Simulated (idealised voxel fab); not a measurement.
Herein follows the process module entitled voxel fin reveal.
Square cells of 5 nm make up the cross-section cut, whose width is 280 nm.
Cross-section spec: square-cell grid; bands listed top down; each band is one or more rows. Heights first: top, then bottom, in nm. Then materials, left to right, each with a width in nm. "everywhere" on a single material: fills the band edge to edge. "empty": empty space. Height datum 0, below which the as-received substrate wafer is one material. Lowest band open at the bottom, running downward: "top 0, no bottom". The width entry "30..40" should be interpreted row by row: the top row of cells in the band takes the first number, the bottom row takes the second number, and the change between adjacent rows is uniform throughout. Where a step carries "everything unchanged", the cross-section came out of it unchanged, cell for cell. Listed in "Listed closed voids": every empty space of 8 or more cells without an open way to the top. Form: width x height at distance, the distance being from the left edge, all in nm. On a step's line, text after the settings is the simulator commenting on that step. Each step line may optionally specify "overlay nm", which for a step with a mask gives the rightward distance between the mask's planned place and where it lay, a negative value indicating the leftward direction.
Steps in the process plan:
| 1 | RECEIVE, material Si |
| 2 | CONFORMAL_DEP, material SiN, thk nm 5 |
| 3 | DIRECTIONAL_DEP, material aC, thk nm 15 |
| 4 | PATTERN, tone cover, mask id FINS, material resist, width nm 15, pitch nm 40, thk nm 30, overlay nm 0 |
| 5 | DIRECTIONAL_ETCH, etch materials aC, depth nm 15 |
| 6 | STRIP, etch materials resist |
| 7 | DIRECTIONAL_ETCH, etch materials SiN, depth nm 5 |
| 8 | DIRECTIONAL_ETCH, etch materials Si, depth nm 40 |
| 9 | STRIP, etch materials aC |
| 10 | FILL_DEP, material SiO2, thk nm 5 |
| 11 | CMP, height nm 5 |
| 12 | SELECTIVE_ETCH, etch materials SiO2, depth nm 35 |
| 13 | STRIP, etch materials SiN |
Wafer cross-section on receipt, i.e. after step 1:
* top 0, no bottom = Si everywhere
* Listed closed voids: none
As-planned run: cross-section of the first of two wafers at end of module:
* top 0, bottom -30 = 70 nm empty | 15 nm Si | 25 nm empty | 15 nm Si | 25 nm empty | 15 nm Si | 25 nm empty | 15 nm Si | 75 nm empty
* top -30, bottom -40 = 70 nm SiO2 | 15 nm Si | 25 nm SiO2 | 15 nm Si | 25 nm SiO2 | 15 nm Si | 25 nm SiO2 | 15 nm Si | 75 nm SiO2
* top -40, no bottom = Si everywhere
* Listed closed voids: none
Here's the second of our two wafers sectioned at module end. Same start as the first, same plan, but one mistake got made running it:
* top 0, bottom -30 = 60 nm empty | 15 nm Si | 25 nm empty | 15 nm Si | 25 nm empty | 15 nm Si | 25 nm empty | 15 nm Si | 85 nm empty
* top -30, bottom -40 = 60 nm SiO2 | 15 nm Si | 25 nm SiO2 | 15 nm Si | 25 nm SiO2 | 15 nm Si | 25 nm SiO2 | 15 nm Si | 85 nm SiO2
* top -40, no bottom = Si everywhere
* Listed closed voids: none
The plan and the run diverged here: step 4 was processed under conditions differing from the plan, specifically as PATTERN, tone cover, mask id FINS, material resist, width nm 15, pitch nm 40, thk nm 30, overlay nm -10
By the end, you'd get the same cell count for each material on either wafer, but the second wafer puts them somewhere else.
